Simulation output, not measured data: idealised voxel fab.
Process module name: voxel ribs on slabs
Section shown: cut. Width: 270 nm. Cell size: 5 nm, square.
Just so we're on the same page, the cross-sections are grids of square cells, and they're listed out in bands top to bottom, each band one or more rows deep.
Band entry format. Leading values: height of top, height of bottom, nm. Remainder: materials in left-to-right order, each with its width in nm. Special words: "all across" on a single material, which then fills the band edge to edge; "blank", empty space.
Where do heights start? At 0: under that level the wafer as delivered is made of one material only. And the lowest band has no floor; it just carries on downward, as in "z 0 and below".
Graded width ("30..40"): value in top row of band = first number; value in bottom row = second number; row-to-row change constant.
No cell of the cross-section changed in a step that is given as "nothing changed".
Enclosed voids (no open way to top), threshold 8 cells or more, entry "Closed void catalog", notation width x height at distance, distance from left edge, nm.
Where a step's line continues beyond its settings, the continuation is a remark by the simulator itself on that step.
The line of a step may include "overlay nm". On a step with a mask, this value is how far to the right of its planned place the mask lay. A negative value means the mask lay to the left.
Each of the pairs that make up the rest of this document says: here is the cross-section before one process step, here is the cross-section after it, drawn only down to the lowest band that changed, and here, under the pair, is the step lying between them with its settings. Different pairs may come from different runs of this module on the same starting wafer, so a pair continues from the pair above it only where its entry headed "State before" says so.
State before:
z 0 and below = Si all across
Closed void catalog: none
Sectional Result:
z 30 to 0 = SiO2 all across
Rest of section, below 0: as before.
Closed void catalog: none
Between the two cross-sections shown above lies DIRECTIONAL_DEP,material SiO2,thk nm 30
State before: unchanged from the after cross-section in the pair immediately above; refer to that figure.
Sectional Result:
z 45 to 30 = polySi all across
Rest of section, below 30: as before.
Closed void catalog: none
Between the two cross-sections shown above lies DIRECTIONAL_DEP,material polySi,thk nm 15
State before: unchanged from the after cross-section in the pair immediately above; refer to that figure.
Sectional Result:
z 45 to 35 = 125 of blank | 15 of polySi | 130 of blank
Rest of section, below 35: as before.
Closed void catalog: none
Between the two cross-sections shown above lies MASKED_ETCH,tone cover,mask id RIB,width nm 15,etch materials polySi,depth nm 10,overlay nm 0
State before: unchanged from the after cross-section in the pair immediately above; refer to that figure.
Sectional Result:
z 60 to 45 = 100 of blank | 65 of resist | 105 of blank
z 45 to 35 = 100 of blank | 25 of resist | 15 of polySi | 25 of resist | 105 of blank
Rest of section, below 35: as before.
Closed void catalog: none
Between the two cross-sections shown above lies PATTERN,tone cover,mask id SLAB,material resist,width nm 65,thk nm 15,overlay nm 0
State before: unchanged from the after cross-section in the pair immediately above; refer to that figure.
Sectional Result:
z 60 to 45 = 100 of blank | 65 of resist | 105 of blank
z 45 to 35 = 100 of blank | 25 of resist | 15 of polySi | 25 of resist | 105 of blank
z 35 to 30 = 100 of blank | 65 of polySi | 105 of blank
Rest of section, below 30: as before.
Closed void catalog: none
Between the two cross-sections shown above lies DIRECTIONAL_ETCH,etch materials polySi,depth nm 5
State before: unchanged from the after cross-section in the pair immediately above; refer to that figure.
Sectional Result:
z 45 to 35 = 125 of blank | 15 of polySi | 130 of blank
Rest of section, below 35: as before.
Closed void catalog: none
Between the two cross-sections shown above lies STRIP,etch materials resist
State before: unchanged from the after cross-section in the pair immediately above; refer to that figure.
Sectional Result:
z 70 to 45 = SiO2 all across
z 45 to 35 = 125 of SiO2 | 15 of polySi | 130 of SiO2
z 35 to 30 = 100 of SiO2 | 65 of polySi | 105 of SiO2
Rest of section, below 30: as before.
Closed void catalog: none
Between the two cross-sections shown above lies FILL_DEP,material SiO2,thk nm 25
State before: unchanged from the after cross-section in the pair immediately above; refer to that figure.
Sectional Result:
z 65 to 45 = SiO2 all across
Rest of section, below 45: as before.
Closed void catalog: none
Between the two cross-sections shown above lies CMP,height nm 65
State before: unchanged from the after cross-section in the pair immediately above; refer to that figure.
Sectional Result:
z 75 to 65 = W all across
Rest of section, below 65: as before.
Closed void catalog: none
Between the two cross-sections shown above lies DIRECTIONAL_DEP,material W,thk nm 10
State before: unchanged from the after cross-section in the pair immediately above; refer to that figure.
Sectional Result:
z 75 to 65 = 120 of blank | 25 of W | 125 of blank
Rest of section, below 65: as before.
Closed void catalog: none
Between the two cross-sections shown above lies MASKED_ETCH,tone cover,mask id HEATER,width nm 25,etch materials W,depth nm 10,overlay nm 0
State before: unchanged from the after cross-section in the pair immediately above; refer to that figure.
Sectional Result:
z 85 to 75 = 110 of blank | 45 of SiO2 | 115 of blank
z 75 to 65 = 120 of SiO2 | 25 of W | 125 of SiO2
Rest of section, below 65: as before.
Closed void catalog: none
Between the two cross-sections shown above lies CONFORMAL_DEP,material SiO2,thk nm 10
State before:
z 30 to 0 = SiO2 all across
z 0 and below = Si all across
Closed void catalog: none
Sectional Result:
z 60 to 0 = SiO2 all across
Rest of section, below 0: as before.
Closed void catalog: none
Between the two cross-sections shown above lies DIRECTIONAL_DEP,material SiO2,thk nm 30
State before: unchanged from the after cross-section in the pair immediately above; refer to that figure.
Sectional Result:
z 75 to 60 = polySi all across
Rest of section, below 60: as before.
Closed void catalog: none
Between the two cross-sections shown above lies DIRECTIONAL_DEP,material polySi,thk nm 15
State before: unchanged from the after cross-section in the pair immediately above; refer to that figure.
Sectional Result:
z 75 to 65 = 125 of blank | 15 of polySi | 130 of blank
Rest of section, below 65: as before.
Closed void catalog: none
Between the two cross-sections shown above lies MASKED_ETCH,tone cover,mask id RIB,width nm 15,etch materials polySi,depth nm 10,overlay nm 0
State before: unchanged from the after cross-section in the pair immediately above; refer to that figure.
Sectional Result:
z 90 to 75 = 100 of blank | 65 of resist | 105 of blank
z 75 to 65 = 100 of blank | 25 of resist | 15 of polySi | 25 of resist | 105 of blank
Rest of section, below 65: as before.
Closed void catalog: none
Between the two cross-sections shown above lies PATTERN,tone cover,mask id SLAB,material resist,width nm 65,thk nm 15,overlay nm 0
State before: unchanged from the after cross-section in the pair immediately above; refer to that figure.
Sectional Result:
z 90 to 75 = 100 of blank | 65 of resist | 105 of blank
z 75 to 65 = 100 of blank | 25 of resist | 15 of polySi | 25 of resist | 105 of blank
z 65 to 60 = 100 of blank | 65 of polySi | 105 of blank
Rest of section, below 60: as before.
Closed void catalog: none
Between the two cross-sections shown above lies DIRECTIONAL_ETCH,etch materials polySi,depth nm 5
State before: unchanged from the after cross-section in the pair immediately above; refer to that figure.
Sectional Result:
z 75 to 65 = 125 of blank | 15 of polySi | 130 of blank
Rest of section, below 65: as before.
Closed void catalog: none
Between the two cross-sections shown above lies STRIP,etch materials resist
State before: unchanged from the after cross-section in the pair immediately above; refer to that figure.
Sectional Result:
z 100 to 75 = SiO2 all across
z 75 to 65 = 125 of SiO2 | 15 of polySi | 130 of SiO2
z 65 to 60 = 100 of SiO2 | 65 of polySi | 105 of SiO2
Rest of section, below 60: as before.
Closed void catalog: none
Between the two cross-sections shown above lies FILL_DEP,material SiO2,thk nm 25
State before: unchanged from the after cross-section in the pair immediately above; refer to that figure.
Sectional Result:
z 65 to 60 = 100 of SiO2 | 65 of polySi | 105 of SiO2
Rest of section, below 60: as before.
Closed void catalog: none
Between the two cross-sections shown above lies CMP,height nm 65
State before: unchanged from the after cross-section in the pair immediately above; refer to that figure.
Sectional Result:
z 75 to 65 = W all across
Rest of section, below 65: as before.
Closed void catalog: none
Between the two cross-sections shown above lies DIRECTIONAL_DEP,material W,thk nm 10
State before: unchanged from the after cross-section in the pair immediately above; refer to that figure.
Sectional Result:
z 75 to 65 = 120 of blank | 25 of W | 125 of blank
Rest of section, below 65: as before.
Closed void catalog: none
Between the two cross-sections shown above lies MASKED_ETCH,tone cover,mask id HEATER,width nm 25,etch materials W,depth nm 10,overlay nm 0
State before: unchanged from the after cross-section in the pair immediately above; refer to that figure.
Sectional Result:
z 85 to 75 = 110 of blank | 45 of SiO2 | 115 of blank
z 75 to 65 = 120 of SiO2 | 25 of W | 125 of SiO2
Rest of section, below 65: as before.
Closed void catalog: none
Between the two cross-sections shown above lies CONFORMAL_DEP,material SiO2,thk nm 10
State before:
z 0 and below = Si all across
Closed void catalog: none
Sectional Result:
z 15 to 0 = polySi all across
Rest of section, below 0: as before.
Closed void catalog: none
Between the two cross-sections shown above lies DIRECTIONAL_DEP,material polySi,thk nm 15
State before: unchanged from the after cross-section in the pair immediately above; refer to that figure.
Sectional Result:
z 45 to 15 = SiO2 all across
Rest of section, below 15: as before.
Closed void catalog: none
Between the two cross-sections shown above lies DIRECTIONAL_DEP,material SiO2,thk nm 30
State before: unchanged from the after cross-section in the pair immediately above; refer to that figure.
Sectional Result:
z 60 to 45 = 100 of blank | 65 of resist | 105 of blank
Rest of section, below 45: as before.
Closed void catalog: none
Between the two cross-sections shown above lies PATTERN,tone cover,mask id SLAB,material resist,width nm 65,thk nm 15,overlay nm 0
State before: unchanged from the after cross-section in the pair immediately above; refer to that figure.
Sectional Result:
z 45 to 15 = SiO2 all across
Rest of section, below 15: as before.
Closed void catalog: none
Between the two cross-sections shown above lies STRIP,etch materials resist
State before: unchanged from the after cross-section in the pair immediately above; refer to that figure.
Sectional Result:
z 70 to 15 = SiO2 all across
Rest of section, below 15: as before.
Closed void catalog: none
Between the two cross-sections shown above lies FILL_DEP,material SiO2,thk nm 25
State before: unchanged from the after cross-section in the pair immediately above; refer to that figure.
Sectional Result:
z 65 to 15 = SiO2 all across
Rest of section, below 15: as before.
Closed void catalog: none
Between the two cross-sections shown above lies CMP,height nm 65
State before: unchanged from the after cross-section in the pair immediately above; refer to that figure.
Sectional Result:
z 75 to 65 = W all across
Rest of section, below 65: as before.
Closed void catalog: none
Between the two cross-sections shown above lies DIRECTIONAL_DEP,material W,thk nm 10
State before: unchanged from the after cross-section in the pair immediately above; refer to that figure.
Sectional Result:
z 75 to 65 = 120 of blank | 25 of W | 125 of blank
Rest of section, below 65: as before.
Closed void catalog: none
Between the two cross-sections shown above lies MASKED_ETCH,tone cover,mask id HEATER,width nm 25,etch materials W,depth nm 10,overlay nm 0
State before: unchanged from the after cross-section in the pair immediately above; refer to that figure.
Sectional Result:
z 85 to 75 = 110 of blank | 45 of SiO2 | 115 of blank
z 75 to 65 = 120 of SiO2 | 25 of W | 125 of SiO2
Rest of section, below 65: as before.
Closed void catalog: none
Between the two cross-sections shown above lies CONFORMAL_DEP,material SiO2,thk nm 10
State before:
z 75 to 65 = W all across
z 65 to 45 = SiO2 all across
z 45 to 35 = 125 of SiO2 | 15 of polySi | 130 of SiO2
z 35 to 30 = 100 of SiO2 | 65 of polySi | 105 of SiO2
z 30 to 0 = SiO2 all across
z 0 and below = Si all across
Closed void catalog: none
Sectional Result:
z 75 to 70 = 120 of blank | 25 of W | 125 of blank
Rest of section, below 70: as before.
Closed void catalog: none
Between the two cross-sections shown above lies MASKED_ETCH,tone cover,mask id HEATER,width nm 25,etch materials W,depth nm 5,overlay nm 0
State before: unchanged from the after cross-section in the pair immediately above; refer to that figure.
Sectional Result:
z 85 to 80 = 110 of blank | 45 of SiO2 | 115 of blank
z 80 to 75 = SiO2 all across
z 75 to 70 = 120 of SiO2 | 25 of W | 125 of SiO2
Rest of section, below 70: as before.
Closed void catalog: none
Between the two cross-sections shown above lies CONFORMAL_DEP,material SiO2,thk nm 10
State before:
z 75 to 65 = W all across
z 65 to 45 = SiO2 all across
z 45 to 35 = 125 of SiO2 | 15 of polySi | 130 of SiO2
z 35 to 30 = 100 of SiO2 | 65 of polySi | 105 of SiO2
z 30 to 0 = SiO2 all across
z 0 and below = Si all across
Closed void catalog: none
Sectional Result:
z 75 to 65 = 125 of blank | 15 of W | 130 of blank
Rest of section, below 65: as before.
Closed void catalog: none
Between the two cross-sections shown above lies MASKED_ETCH,tone cover,mask id HEATER,width nm 15,etch materials W,depth nm 10,overlay nm 0
State before: unchanged from the after cross-section in the pair immediately above; refer to that figure.
Sectional Result:
z 85 to 75 = 115 of blank | 35 of SiO2 | 120 of blank
z 75 to 65 = 125 of SiO2 | 15 of W | 130 of SiO2
Rest of section, below 65: as before.
Closed void catalog: none
Between the two cross-sections shown above lies CONFORMAL_DEP,material SiO2,thk nm 10
State before:
z 75 to 65 = W all across
z 65 to 45 = SiO2 all across
z 45 to 35 = 125 of SiO2 | 15 of polySi | 130 of SiO2
z 35 to 30 = 100 of SiO2 | 65 of polySi | 105 of SiO2
z 30 to 0 = SiO2 all across
z 0 and below = Si all across
Closed void catalog: none
Sectional Result:
z 75 to 65 = 125 of blank | 25 of W | 120 of blank
Rest of section, below 65: as before.
Closed void catalog: none
Between the two cross-sections shown above lies MASKED_ETCH,tone cover,mask id HEATER,width nm 25,etch materials W,depth nm 10,overlay nm 5
State before: unchanged from the after cross-section in the pair immediately above; refer to that figure.
Sectional Result:
z 85 to 75 = 115 of blank | 45 of SiO2 | 110 of blank
z 75 to 65 = 125 of SiO2 | 25 of W | 120 of SiO2
Rest of section, below 65: as before.
Closed void catalog: none
Between the two cross-sections shown above lies CONFORMAL_DEP,material SiO2,thk nm 10
State before:
z 75 to 65 = 120 of blank | 25 of W | 125 of blank
z 65 to 45 = SiO2 all across
z 45 to 35 = 125 of SiO2 | 15 of polySi | 130 of SiO2
z 35 to 30 = 100 of SiO2 | 65 of polySi | 105 of SiO2
z 30 to 0 = SiO2 all across
z 0 and below = Si all across
Closed void catalog: none
Sectional Result:
z 85 to 75 = 110 of blank | 45 of polySi | 115 of blank
z 75 to 65 = 120 of polySi | 25 of W | 125 of polySi
Rest of section, below 65: as before.
Closed void catalog: none
Between the two cross-sections shown above lies CONFORMAL_DEP,material polySi,thk nm 10
State before:
z 45 to 30 = polySi all across
z 30 to 0 = SiO2 all across
z 0 and below = Si all across
Closed void catalog: none
Sectional Result:
z 45 to 35 = 125 of polySi | 15 of blank | 130 of polySi
Rest of section, below 35: as before.
Closed void catalog: none
Between the two cross-sections shown above lies MASKED_ETCH,tone open,mask id RIB,width nm 15,etch materials polySi,depth nm 10,overlay nm 0
State before: unchanged from the after cross-section in the pair immediately above; refer to that figure.
Sectional Result:
z 60 to 45 = 100 of blank | 65 of resist | 105 of blank
z 45 to 35 = 125 of polySi | 15 of resist | 130 of polySi
Rest of section, below 35: as before.
Closed void catalog: none
Between the two cross-sections shown above lies PATTERN,tone cover,mask id SLAB,material resist,width nm 65,thk nm 15,overlay nm 0
State before: unchanged from the after cross-section in the pair immediately above; refer to that figure.
Sectional Result:
z 60 to 45 = 100 of blank | 65 of resist | 105 of blank
z 45 to 40 = 100 of blank | 25 of polySi | 15 of resist | 25 of polySi | 105 of blank
Rest of section, below 40: as before.
Closed void catalog: none
Between the two cross-sections shown above lies DIRECTIONAL_ETCH,etch materials polySi,depth nm 5
State before: unchanged from the after cross-section in the pair immediately above; refer to that figure.
Sectional Result:
z 45 to 40 = 100 of blank | 25 of polySi | 15 of blank | 25 of polySi | 105 of blank
z 40 to 35 = 125 of polySi | 15 of blank | 130 of polySi
Rest of section, below 35: as before.
Closed void catalog: none
Between the two cross-sections shown above lies STRIP,etch materials resist
State before: unchanged from the after cross-section in the pair immediately above; refer to that figure.
Sectional Result:
z 70 to 45 = SiO2 all across
z 45 to 40 = 100 of SiO2 | 25 of polySi | 15 of SiO2 | 25 of polySi | 105 of SiO2
z 40 to 35 = 125 of polySi | 15 of SiO2 | 130 of polySi
Rest of section, below 35: as before.
Closed void catalog: none
Between the two cross-sections shown above lies FILL_DEP,material SiO2,thk nm 25
State before: unchanged from the after cross-section in the pair immediately above; refer to that figure.
Sectional Result:
z 65 to 45 = SiO2 all across
Rest of section, below 45: as before.
Closed void catalog: none
Between the two cross-sections shown above lies CMP,height nm 65
State before: unchanged from the after cross-section in the pair immediately above; refer to that figure.
Sectional Result:
z 75 to 65 = W all across
Rest of section, below 65: as before.
Closed void catalog: none
Between the two cross-sections shown above lies DIRECTIONAL_DEP,material W,thk nm 10
State before: unchanged from the after cross-section in the pair immediately above; refer to that figure.
Sectional Result:
z 75 to 65 = 120 of blank | 25 of W | 125 of blank
Rest of section, below 65: as before.
Closed void catalog: none
Between the two cross-sections shown above lies MASKED_ETCH,tone cover,mask id HEATER,width nm 25,etch materials W,depth nm 10,overlay nm 0
State before: unchanged from the after cross-section in the pair immediately above; refer to that figure.
Sectional Result:
z 85 to 75 = 110 of blank | 45 of SiO2 | 115 of blank
z 75 to 65 = 120 of SiO2 | 25 of W | 125 of SiO2
Rest of section, below 65: as before.
Closed void catalog: none
Between the two cross-sections shown above lies CONFORMAL_DEP,material SiO2,thk nm 10
